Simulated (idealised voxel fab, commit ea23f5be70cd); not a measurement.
This is a process module. Its name is voxel capacitor over wiring.
It is cross-section cut that appears here, measuring 255 nm in width, its square cells being 5 nm in size.
Format of a cross-section: grid, square cells. Given as bands. Order: top down. Band: one or more rows of cells. Look at the band entry: it leads with the top's height and the bottom's height in nm. Then it lists the materials left to right, with a width in nm for each. The word "full width" on a single material says that material fills the band edge to edge. The word "blank" is empty space. Measure heights from 0. That's the level where, below it, the as-received wafer is all one material. The lowest band is bottomless and extends downward; write it as in "0 nm and below". So if you see something like "30..40" for the width, read it as the top row of the band sitting at the first number and the bottom row at the second, with every row in between moving by the same amount as the last. Where the words "same as before" appear for a step, the cross-section shows no cell changed by that step; every cell remained as before. So "Enclosed void catalog" is basically the list of trapped voids: any empty space of 8 cells or more that can't reach the top through an opening. They're written width x height at distance, the distance being from the left edge, and it's all nm. Where a step's line continues beyond its settings, the continuation is a remark by the simulator itself on that step. overlay nm: mask offset rightward from planned place, masked step; negative means leftward offset. Below you will find pairs of cross-sections. In each, one shows the wafer before one process step and the other after it, with the after view ending at the lowest band that changed. Under each pair is the step separating them, along with its settings. Do not assume the pairs form a chain: they can come from different runs of this module on the same starting wafer, and a pair continues from the pair above it only when its "Before-step section" entry says so.
Before-step section:
	85 nm to 70 nm = blank 80 | aC 65 | blank 110
	70 nm to 60 nm = blank 80 | TiN 65 | blank 110
	60 nm to 55 nm = HfO2 full width
	55 nm to 50 nm = TiN full width
	50 nm to 40 nm = lowk 80 | TiN 5 | Cu 5 | TiN 5 | lowk 160
	40 nm to 35 nm = SiCN 80 | TiN 15 | SiCN 160
	35 nm to 25 nm = lowk 70 | SiCN 5 | W 25 | SiCN 5 | lowk 50 | SiCN 5 | W 25 | SiCN 5 | lowk 65
	25 nm to 20 nm = lowk 65 | SiCN 10 | W 25 | SiCN 5 | lowk 45 | SiCN 10 | W 25 | SiCN 5 | lowk 65
	20 nm to 15 nm = SiCN 70 | TiN 30 | SiCN 55 | TiN 30 | SiCN 70
	15 nm to 0 nm = SiO2 full width
	0 nm and below = Si full width
	Enclosed void catalog: none
Result of Step:
	85 nm to 70 nm = blank 80 | aC 65 | blank 110
	70 nm to 60 nm = blank 80 | TiN 65 | blank 110
	60 nm to 55 nm = blank 80 | HfO2 65 | blank 110
	Rest of section, below 55: as before.
	Enclosed void catalog: none
Between the two cross-sections above, the process step reads DIRECTIONAL_ETCH [etch materials HfO2] [depth nm 5]
Before-step section: The structure entering this step is exactly what the pair just above shows after its step.
Result of Step:
	70 nm to 60 nm = blank 80 | TiN 65 | blank 110
	Rest of section, below 60: as before.
	Enclosed void catalog: none
Between the two cross-sections above, the process step reads STRIP [etch materials aC]
Before-step section: The structure entering this step is exactly what the pair just above shows after its step.
Result of Step:
	85 nm to 70 nm = blank 80 | aC 65 | blank 110
	70 nm to 60 nm = aC 80 | TiN 65 | aC 110
	60 nm to 55 nm = aC 80 | HfO2 65 | aC 110
	Rest of section, below 55: as before.
	Enclosed void catalog: none
Between the two cross-sections above, the process step reads DIRECTIONAL_DEP [material aC] [thk nm 15]
Before-step section: The structure entering this step is exactly what the pair just above shows after its step.
Result of Step:
	115 nm to 85 nm = blank 75 | resist 75 | blank 105
	85 nm to 70 nm = blank 75 | resist 5 | aC 65 | resist 5 | blank 105
	Rest of section, below 70: as before.
	Enclosed void catalog: none
Between the two cross-sections above, the process step reads PATTERN [tone cover] [mask id LOWER_PLATE] [material resist] [width nm 75] [thk nm 30] [overlay nm 0]
Before-step section: The structure entering this step is exactly what the pair just above shows after its step.
Result of Step:
	100 nm to 85 nm = blank 75 | resist 75 | blank 105
	85 nm to 70 nm = blank 75 | resist 5 | aC 65 | resist 5 | blank 105
	70 nm to 60 nm = blank 75 | aC 5 | TiN 65 | aC 5 | blank 105
	60 nm to 55 nm = blank 75 | aC 5 | HfO2 65 | aC 5 | blank 105
	Rest of section, below 55: as before.
	Enclosed void catalog: none
Between the two cross-sections above, the process step reads DIRECTIONAL_ETCH [etch materials aC] [depth nm 15]
Before-step section: The structure entering this step is exactly what the pair just above shows after its step.
Result of Step:
	85 nm to 70 nm = blank 80 | aC 65 | blank 110
	Rest of section, below 70: as before.
	Enclosed void catalog: none
Between the two cross-sections above, the process step reads STRIP [etch materials resist]
Before-step section: The structure entering this step is exactly what the pair just above shows after its step.
Result of Step:
	85 nm to 70 nm = blank 80 | aC 65 | blank 110
	70 nm to 60 nm = blank 75 | aC 5 | TiN 65 | aC 5 | blank 105
	60 nm to 55 nm = blank 75 | aC 5 | HfO2 65 | aC 5 | blank 105
	55 nm to 50 nm = blank 75 | TiN 75 | blank 105
	Rest of section, below 50: as before.
	Enclosed void catalog: none
Between the two cross-sections above, the process step reads DIRECTIONAL_ETCH [etch materials TiN] [depth nm 5]
Before-step section: The structure entering this step is exactly what the pair just above shows after its step.
Result of Step:
	70 nm to 60 nm = blank 80 | TiN 65 | blank 110
	60 nm to 55 nm = blank 80 | HfO2 65 | blank 110
	Rest of section, below 55: as before.
	Enclosed void catalog: none
Between the two cross-sections above, the process step reads STRIP [etch materials aC]
Before-step section: The structure entering this step is exactly what the pair just above shows after its step.
Result of Step:
	90 nm to 70 nm = SiO2 full width
	70 nm to 60 nm = SiO2 80 | TiN 65 | SiO2 110
	60 nm to 55 nm = SiO2 80 | HfO2 65 | SiO2 110
	55 nm to 50 nm = SiO2 75 | TiN 75 | SiO2 105
	Rest of section, below 50: as before.
	Enclosed void catalog: none
Between the two cross-sections above, the process step reads FILL_DEP [material SiO2] [thk nm 20]
Before-step section: The structure entering this step is exactly what the pair just above shows after its step.
Result of Step:
	85 nm to 70 nm = SiO2 full width
	Rest of section, below 70: as before.
	Enclosed void catalog: none
Between the two cross-sections above, the process step reads CMP [height nm 85]
Before-step section: The structure entering this step is exactly what the pair just above shows after its step.
Result of Step:
	100 nm to 85 nm = resist 90 | blank 15 | resist 150
	Rest of section, below 85: as before.
	Enclosed void catalog: none
Between the two cross-sections above, the process step reads PATTERN [tone open] [mask id PLUG_2] [material resist] [width nm 15] [thk nm 15] [overlay nm 0]
Before-step section: The structure entering this step is exactly what the pair just above shows after its step.
Result of Step:
	100 nm to 85 nm = resist 90 | blank 15 | resist 150
	85 nm to 70 nm = SiO2 90 | blank 15 | SiO2 150
	Rest of section, below 70: as before.
	Enclosed void catalog: none
Between the two cross-sections above, the process step reads DIRECTIONAL_ETCH [etch materials SiO2] [depth nm 15]
Before-step section: The structure entering this step is exactly what the pair just above shows after its step.
Result of Step:
	85 nm to 70 nm = SiO2 90 | blank 15 | SiO2 150
	Rest of section, below 70: as before.
	Enclosed void catalog: none
Between the two cross-sections above, the process step reads STRIP [etch materials resist]
Before-step section: The structure entering this step is exactly what the pair just above shows after its step.
Result of Step:
	90 nm to 85 nm = TiN 95 | blank 5 | TiN 155
	85 nm to 75 nm = SiO2 90 | TiN 5 | blank 5 | TiN 5 | SiO2 150
	75 nm to 70 nm = SiO2 90 | TiN 15 | SiO2 150
	Rest of section, below 70: as before.
	Enclosed void catalog: none
Between the two cross-sections above, the process step reads CONFORMAL_DEP [material TiN] [thk nm 5]
Before-step section: The structure entering this step is exactly what the pair just above shows after its step.
Result of Step:
	95 nm to 90 nm = Cu full width
	90 nm to 85 nm = TiN 95 | Cu 5 | TiN 155
	85 nm to 75 nm = SiO2 90 | TiN 5 | Cu 5 | TiN 5 | SiO2 150
	Rest of section, below 75: as before.
	Enclosed void catalog: none
Between the two cross-sections above, the process step reads FILL_DEP [material Cu] [thk nm 5]
Before-step section: The structure entering this step is exactly what the pair just above shows after its step.
Result of Step:
	85 nm to 75 nm = SiO2 90 | TiN 5 | Cu 5 | TiN 5 | SiO2 150
	Rest of section, below 75: as before.
	Enclosed void catalog: none
Between the two cross-sections above, the process step reads CMP [height nm 85]
Before-step section: The structure entering this step is exactly what the pair just above shows after its step.
Result of Step:
	90 nm to 85 nm = SiCN full width
	Rest of section, below 85: as before.
	Enclosed void catalog: none
Between the two cross-sections above, the process step reads CONFORMAL_DEP [material SiCN] [thk nm 5]
Before-step section:
	50 nm to 40 nm = lowk 80 | TiN 5 | Cu 5 | TiN 5 | lowk 160
	40 nm to 35 nm = SiCN 80 | TiN 15 | SiCN 160
	35 nm to 20 nm = lowk 65 | SiCN 5 | W 25 | SiCN 5 | lowk 50 | SiCN 5 | W 25 | SiCN 5 | lowk 70
	20 nm to 15 nm = SiCN 70 | TiN 25 | SiCN 60 | TiN 25 | SiCN 75
	15 nm to 0 nm = SiO2 full width
	0 nm and below = Si full width
	Enclosed void catalog: none
Result of Step:
	55 nm to 50 nm = SiCN full width
	Rest of section, below 50: as before.
	Enclosed void catalog: none
Between the two cross-sections above, the process step reads DIRECTIONAL_DEP [material SiCN] [thk nm 5]
Before-step section: The structure entering this step is exactly what the pair just above shows after its step.
Result of Step:
	60 nm to 55 nm = HfO2 full width
	Rest of section, below 55: as before.
	Enclosed void catalog: none
Between the two cross-sections above, the process step reads DIRECTIONAL_DEP [material HfO2] [thk nm 5]
Before-step section: The structure entering this step is exactly what the pair just above shows after its step.
Result of Step:
	70 nm to 60 nm = TiN full width
	Rest of section, below 60: as before.
	Enclosed void catalog: none
Between the two cross-sections above, the process step reads DIRECTIONAL_DEP [material TiN] [thk nm 10]
Before-step section: The structure entering this step is exactly what the pair just above shows after its step.
Result of Step:
	85 nm to 70 nm = aC full width
	Rest of section, below 70: as before.
	Enclosed void catalog: none
Between the two cross-sections above, the process step reads DIRECTIONAL_DEP [material aC] [thk nm 15]
Before-step section: The structure entering this step is exactly what the pair just above shows after its step.
Result of Step:
	120 nm to 85 nm = blank 80 | resist 65 | blank 110
	Rest of section, below 85: as before.
	Enclosed void catalog: none
Between the two cross-sections above, the process step reads PATTERN [tone cover] [mask id UPPER_PLATE] [material resist] [width nm 65] [thk nm 35] [overlay nm 0]
Before-step section: The structure entering this step is exactly what the pair just above shows after its step.
Result of Step:
	105 nm to 85 nm = blank 80 | resist 65 | blank 110
	85 nm to 70 nm = blank 80 | aC 65 | blank 110
	Rest of section, below 70: as before.
	Enclosed void catalog: none
Between the two cross-sections above, the process step reads DIRECTIONAL_ETCH [etch materials aC] [depth nm 15]
Before-step section: The structure entering this step is exactly what the pair just above shows after its step.
Result of Step:
	85 nm to 70 nm = blank 80 | aC 65 | blank 110
	Rest of section, below 70: as before.
	Enclosed void catalog: none
Between the two cross-sections above, the process step reads STRIP [etch materials resist]
Before-step section: The structure entering this step is exactly what the pair just above shows after its step.
Result of Step:
	85 nm to 70 nm = blank 80 | aC 65 | blank 110
	70 nm to 60 nm = blank 80 | TiN 65 | blank 110
	Rest of section, below 60: as before.
	Enclosed void catalog: none
Between the two cross-sections above, the process step reads DIRECTIONAL_ETCH [etch materials TiN] [depth nm 10]
Before-step section: The structure entering this step is exactly what the pair just above shows after its step.
Result of Step:
	85 nm to 70 nm = blank 80 | aC 65 | blank 110
	70 nm to 60 nm = blank 80 | TiN 65 | blank 110
	60 nm to 55 nm = blank 80 | HfO2 65 | blank 110
	Rest of section, below 55: as before.
	Enclosed void catalog: none
Between the two cross-sections above, the process step reads DIRECTIONAL_ETCH [etch materials HfO2] [depth nm 5]
Before-step section: The structure entering this step is exactly what the pair just above shows after its step.
Result of Step:
	70 nm to 60 nm = blank 80 | TiN 65 | blank 110
	Rest of section, below 60: as before.
	Enclosed void catalog: none
Between the two cross-sections above, the process step reads STRIP [etch materials aC]
Before-step section: The structure entering this step is exactly what the pair just above shows after its step.
Result of Step:
	85 nm to 70 nm = blank 80 | aC 65 | blank 110
	70 nm to 60 nm = aC 80 | TiN 65 | aC 110
	60 nm to 55 nm = aC 80 | HfO2 65 | aC 110
	Rest of section, below 55: as before.
	Enclosed void catalog: none
Between the two cross-sections above, the process step reads DIRECTIONAL_DEP [material aC] [thk nm 15]
Before-step section: The structure entering this step is exactly what the pair just above shows after its step.
Result of Step:
	115 nm to 85 nm = blank 75 | resist 75 | blank 105
	85 nm to 70 nm = blank 75 | resist 5 | aC 65 | resist 5 | blank 105
	Rest of section, below 70: as before.
	Enclosed void catalog: none
Between the two cross-sections above, the process step reads PATTERN [tone cover] [mask id LOWER_PLATE] [material resist] [width nm 75] [thk nm 30] [overlay nm 0]
Before-step section: The structure entering this step is exactly what the pair just above shows after its step.
Result of Step:
	100 nm to 85 nm = blank 75 | resist 75 | blank 105
	85 nm to 70 nm = blank 75 | resist 5 | aC 65 | resist 5 | blank 105
	70 nm to 60 nm = blank 75 | aC 5 | TiN 65 | aC 5 | blank 105
	60 nm to 55 nm = blank 75 | aC 5 | HfO2 65 | aC 5 | blank 105
	Rest of section, below 55: as before.
	Enclosed void catalog: none
Between the two cross-sections above, the process step reads DIRECTIONAL_ETCH [etch materials aC] [depth nm 15]
Before-step section: The structure entering this step is exactly what the pair just above shows after its step.
Result of Step:
	85 nm to 70 nm = blank 80 | aC 65 | blank 110
	Rest of section, below 70: as before.
	Enclosed void catalog: none
Between the two cross-sections above, the process step reads STRIP [etch materials resist]
Before-step section: The structure entering this step is exactly what the pair just above shows after its step.
Result of Step:
	70 nm to 60 nm = blank 80 | TiN 65 | blank 110
	60 nm to 55 nm = blank 80 | HfO2 65 | blank 110
	Rest of section, below 55: as before.
	Enclosed void catalog: none
Between the two cross-sections above, the process step reads STRIP [etch materials aC]
Before-step section: The structure entering this step is exactly what the pair just above shows after its step.
Result of Step:
	90 nm to 70 nm = SiO2 full width
	70 nm to 60 nm = SiO2 80 | TiN 65 | SiO2 110
	60 nm to 55 nm = SiO2 80 | HfO2 65 | SiO2 110
	Rest of section, below 55: as before.
	Enclosed void catalog: none
Between the two cross-sections above, the process step reads FILL_DEP [material SiO2] [thk nm 20]
Before-step section: The structure entering this step is exactly what the pair just above shows after its step.
Result of Step:
	85 nm to 70 nm = SiO2 full width
	Rest of section, below 70: as before.
	Enclosed void catalog: none
Between the two cross-sections above, the process step reads CMP [height nm 85]
Before-step section: The structure entering this step is exactly what the pair just above shows after its step.
Result of Step:
	100 nm to 85 nm = resist 90 | blank 15 | resist 150
	Rest of section, below 85: as before.
	Enclosed void catalog: none
Between the two cross-sections above, the process step reads PATTERN [tone open] [mask id PLUG_2] [material resist] [width nm 15] [thk nm 15] [overlay nm 0]
Before-step section: The structure entering this step is exactly what the pair just above shows after its step.
Result of Step:
	100 nm to 85 nm = resist 90 | blank 15 | resist 150
	85 nm to 70 nm = SiO2 90 | blank 15 | SiO2 150
	Rest of section, below 70: as before.
	Enclosed void catalog: none
Between the two cross-sections above, the process step reads DIRECTIONAL_ETCH [etch materials SiO2] [depth nm 15]
Before-step section: The structure entering this step is exactly what the pair just above shows after its step.
Result of Step:
	85 nm to 70 nm = SiO2 90 | blank 15 | SiO2 150
	Rest of section, below 70: as before.
	Enclosed void catalog: none
Between the two cross-sections above, the process step reads STRIP [etch materials resist]
Before-step section: The structure entering this step is exactly what the pair just above shows after its step.
Result of Step:
	90 nm to 85 nm = TiN 95 | blank 5 | TiN 155
	85 nm to 75 nm = SiO2 90 | TiN 5 | blank 5 | TiN 5 | SiO2 150
	75 nm to 70 nm = SiO2 90 | TiN 15 | SiO2 150
	Rest of section, below 70: as before.
	Enclosed void catalog: none
Between the two cross-sections above, the process step reads CONFORMAL_DEP [material TiN] [thk nm 5]
Before-step section: The structure entering this step is exactly what the pair just above shows after its step.
Result of Step:
	95 nm to 90 nm = Cu full width
	90 nm to 85 nm = TiN 95 | Cu 5 | TiN 155
	85 nm to 75 nm = SiO2 90 | TiN 5 | Cu 5 | TiN 5 | SiO2 150
	Rest of section, below 75: as before.
	Enclosed void catalog: none
Between the two cross-sections above, the process step reads FILL_DEP [material Cu] [thk nm 5]
Before-step section: The structure entering this step is exactly what the pair just above shows after its step.
Result of Step:
	85 nm to 75 nm = SiO2 90 | TiN 5 | Cu 5 | TiN 5 | SiO2 150
	Rest of section, below 75: as before.
	Enclosed void catalog: none
Between the two cross-sections above, the process step reads CMP [height nm 85]
Before-step section: The structure entering this step is exactly what the pair just above shows after its step.
Result of Step:
	90 nm to 85 nm = SiCN full width
	Rest of section, below 85: as before.
	Enclosed void catalog: none
Between the two cross-sections above, the process step reads CONFORMAL_DEP [material SiCN] [thk nm 5]
Before-step section:
	85 nm to 70 nm = blank 80 | aC 65 | blank 110
	70 nm to 60 nm = aC 80 | TiN 65 | aC 110
	60 nm to 55 nm = aC 80 | HfO2 65 | aC 110
	55 nm to 50 nm = TiN full width
	50 nm to 40 nm = lowk 80 | TiN 5 | Cu 5 | TiN 5 | lowk 160
	40 nm to 35 nm = SiCN 80 | TiN 15 | SiCN 160
	35 nm to 20 nm = lowk 65 | SiCN 5 | W 25 | SiCN 5 | lowk 50 | SiCN 5 | W 25 | SiCN 5 | lowk 70
	20 nm to 15 nm = SiCN 70 | TiN 25 | SiCN 60 | TiN 25 | SiCN 75
	15 nm to 0 nm = SiO2 full width
	0 nm and below = Si full width
	Enclosed void catalog: none
Result of Step:
	115 nm to 85 nm = resist 75 | blank 75 | resist 105
	85 nm to 70 nm = resist 75 | blank 5 | aC 65 | blank 5 | resist 105
	Rest of section, below 70: as before.
	Enclosed void catalog: none
Between the two cross-sections above, the process step reads PATTERN [tone open] [mask id LOWER_PLATE] [material resist] [width nm 75] [thk nm 30] [overlay nm 0]
Before-step section: The structure entering this step is exactly what the pair just above shows after its step.
Result of Step:
	100 nm to 70 nm = resist 75 | blank 75 | resist 105
	70 nm to 60 nm = aC 75 | blank 5 | TiN 65 | blank 5 | aC 105
	60 nm to 55 nm = aC 75 | blank 5 | HfO2 65 | blank 5 | aC 105
	Rest of section, below 55: as before.
	Enclosed void catalog: none
Between the two cross-sections above, the process step reads DIRECTIONAL_ETCH [etch materials aC] [depth nm 15]
Before-step section: The structure entering this step is exactly what the pair just above shows after its step.
Result of Step:
	70 nm to 60 nm = aC 75 | blank 5 | TiN 65 | blank 5 | aC 105
	Rest of section, below 60: as before.
	Enclosed void catalog: none
Between the two cross-sections above, the process step reads STRIP [etch materials resist]
Before-step section: The structure entering this step is exactly what the pair just above shows after its step.
Result of Step:
	70 nm to 65 nm = aC 75 | blank 75 | aC 105
	65 nm to 60 nm = aC 75 | blank 5 | TiN 65 | blank 5 | aC 105
	60 nm to 55 nm = aC 75 | blank 5 | HfO2 65 | blank 5 | aC 105
	55 nm to 50 nm = TiN 75 | blank 5 | TiN 65 | blank 5 | TiN 105
	Rest of section, below 50: as before.
	Enclosed void catalog: none
Between the two cross-sections above, the process step reads DIRECTIONAL_ETCH [etch materials TiN] [depth nm 5]
Before-step section: The structure entering this step is exactly what the pair just above shows after its step.
Result of Step:
	65 nm to 60 nm = blank 80 | TiN 65 | blank 110
	60 nm to 55 nm = blank 80 | HfO2 65 | blank 110
	Rest of section, below 55: as before.
	Enclosed void catalog: none
Between the two cross-sections above, the process step reads STRIP [etch materials aC]
Before-step section: The structure entering this step is exactly what the pair just above shows after its step.
Result of Step:
	85 nm to 65 nm = SiO2 full width
	65 nm to 60 nm = SiO2 80 | TiN 65 | SiO2 110
	60 nm to 55 nm = SiO2 80 | HfO2 65 | SiO2 110
	55 nm to 50 nm = TiN 75 | SiO2 5 | TiN 65 | SiO2 5 | TiN 105
	Rest of section, below 50: as before.
	Enclosed void catalog: none
Between the two cross-sections above, the process step reads FILL_DEP [material SiO2] [thk nm 20]
Before-step section: The structure entering this step is exactly what the pair just above shows after its step.
Result of Step:
	100 nm to 85 nm = resist 90 | blank 15 | resist 150
	Rest of section, below 85: as before.
	Enclosed void catalog: none
Between the two cross-sections above, the process step reads PATTERN [tone open] [mask id PLUG_2] [material resist] [width nm 15] [thk nm 15] [overlay nm 0]
Before-step section: The structure entering this step is exactly what the pair just above shows after its step.
Result of Step:
	100 nm to 85 nm = resist 90 | blank 15 | resist 150
	85 nm to 70 nm = SiO2 90 | blank 15 | SiO2 150
	Rest of section, below 70: as before.
	Enclosed void catalog: none
Between the two cross-sections above, the process step reads DIRECTIONAL_ETCH [etch materials SiO2] [depth nm 15]
Before-step section: The structure entering this step is exactly what the pair just above shows after its step.
Result of Step:
	85 nm to 70 nm = SiO2 90 | blank 15 | SiO2 150
	Rest of section, below 70: as before.
	Enclosed void catalog: none
Between the two cross-sections above, the process step reads STRIP [etch materials resist]
Before-step section: The structure entering this step is exactly what the pair just above shows after its step.
Result of Step:
	90 nm to 85 nm = TiN 95 | blank 5 | TiN 155
	85 nm to 75 nm = SiO2 90 | TiN 5 | blank 5 | TiN 5 | SiO2 150
	75 nm to 70 nm = SiO2 90 | TiN 15 | SiO2 150
	Rest of section, below 70: as before.
	Enclosed void catalog: none
Between the two cross-sections above, the process step reads CONFORMAL_DEP [material TiN] [thk nm 5]
Before-step section: The structure entering this step is exactly what the pair just above shows after its step.
Result of Step:
	95 nm to 90 nm = Cu full width
	90 nm to 85 nm = TiN 95 | Cu 5 | TiN 155
	85 nm to 75 nm = SiO2 90 | TiN 5 | Cu 5 | TiN 5 | SiO2 150
	Rest of section, below 75: as before.
	Enclosed void catalog: none
Between the two cross-sections above, the process step reads FILL_DEP [material Cu] [thk nm 5]
Before-step section: The structure entering this step is exactly what the pair just above shows after its step.
Result of Step:
	85 nm to 75 nm = SiO2 90 | TiN 5 | Cu 5 | TiN 5 | SiO2 150
	Rest of section, below 75: as before.
	Enclosed void catalog: none
Between the two cross-sections above, the process step reads CMP [height nm 85]
Before-step section: The structure entering this step is exactly what the pair just above shows after its step.
Result of Step:
	90 nm to 85 nm = SiCN full width
	Rest of section, below 85: as before.
	Enclosed void catalog: none
Between the two cross-sections above, the process step reads CONFORMAL_DEP [material SiCN] [thk nm 5]
